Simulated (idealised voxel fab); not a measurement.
Process module heading - voxel lift off
The cross-section shown here is cut; it is 165 nm wide and divided into square cells measuring 5 nm on a side.
Square cells in a grid make up a cross-section in this document, and the grid is given as bands, listed from the top down, each one or more rows of cells. Within each band entry, the heights of the top and of the bottom of the band appear first, in that order and in nm; the materials of the band then follow from left to right, each with its corresponding width in nm. The designation "throughout" on a single material indicates that it fills the band from edge to edge; the designation "blank" indicates empty space. Heights are expressed relative to 0, this being the level below which the as-received wafer comprises one material exclusively. The lowest band is unbounded in the downward direction and is denoted as in "0..down". Read "30..40" as a graded width: first number on top, second number at the bottom, same change between each pair of neighbouring rows. Where a step carries "same as before", the cross-section came out of it unchanged, cell for cell. Voids not open to the top, 8 cells minimum: see "Enclosed voids". Written width x height at distance; distance is from the left edge; nm. Post-settings text on a step line: simulator's own remark regarding the step. The line of a step may include "overlay nm". On a step with a mask, this value is how far to the right of its planned place the mask lay. A negative value means the mask lay to the left.
**Listed below are the process steps as planned**
1) RECEIVE,material Si
2) CONFORMAL_DEP,material SiO2,thk nm 15
3) PATTERN,tone open,mask id LINES,material resist,width nm 20,pitch nm 35,thk nm 25,overlay nm -15
4) DIRECTIONAL_DEP,material Ru,thk nm 15
5) STRIP,etch materials resist
6) CONFORMAL_DEP,material SiN,thk nm 10
Variable across wafers: step 3 overlay nm (plan value is that of the first wafer; starting state common to all).
**So this is the first of several wafers, cross-sectioned as it came to us, meaning it's at the end of step 1**
    0..down = Si throughout
    Enclosed voids: none
**Here's the first of several wafers in cross-section, end of the module, after the last step, step 6**
    40..30 = blank=10  SiN=110  blank=45
    30..25 = blank=10  SiN=10  Ru=20  SiN=15  Ru=20  SiN=15  Ru=20  SiN=10  blank=45
    25..15 = SiN=20  Ru=20  SiN=15  Ru=20  SiN=15  Ru=20  SiN=55
    15..0 = SiO2 throughout
    0..down = Si throughout
    Enclosed voids: none
**At the end of the module, the last of several wafers in cross-section**
    40..30 = blank=40  SiN=110  blank=15
    30..25 = blank=40  SiN=10  Ru=20  SiN=15  Ru=20  SiN=15  Ru=20  SiN=10  blank=15
    25..15 = SiN=50  Ru=20  SiN=15  Ru=20  SiN=15  Ru=20  SiN=25
    15..0 = SiO2 throughout
    0..down = Si throughout
    Enclosed voids: none
**wafer rows; end of module; cells per material since receipt: (+) gained, (-) lost; then closed voids**
overlay nm -15, +36 Ru, +96 SiN, +99 SiO2, Enclosed voids: none
overlay nm -10, +36 Ru, +96 SiN, +99 SiO2, Enclosed voids: none
overlay nm -5, +36 Ru, +96 SiN, +99 SiO2, Enclosed voids: none
overlay nm 0, +36 Ru, +96 SiN, +99 SiO2, Enclosed voids: none
overlay nm 5, +36 Ru, +96 SiN, +99 SiO2, Enclosed voids: none
overlay nm 10, +36 Ru, +96 SiN, +99 SiO2, Enclosed voids: none
overlay nm 15, +36 Ru, +96 SiN, +99 SiO2, Enclosed voids: none
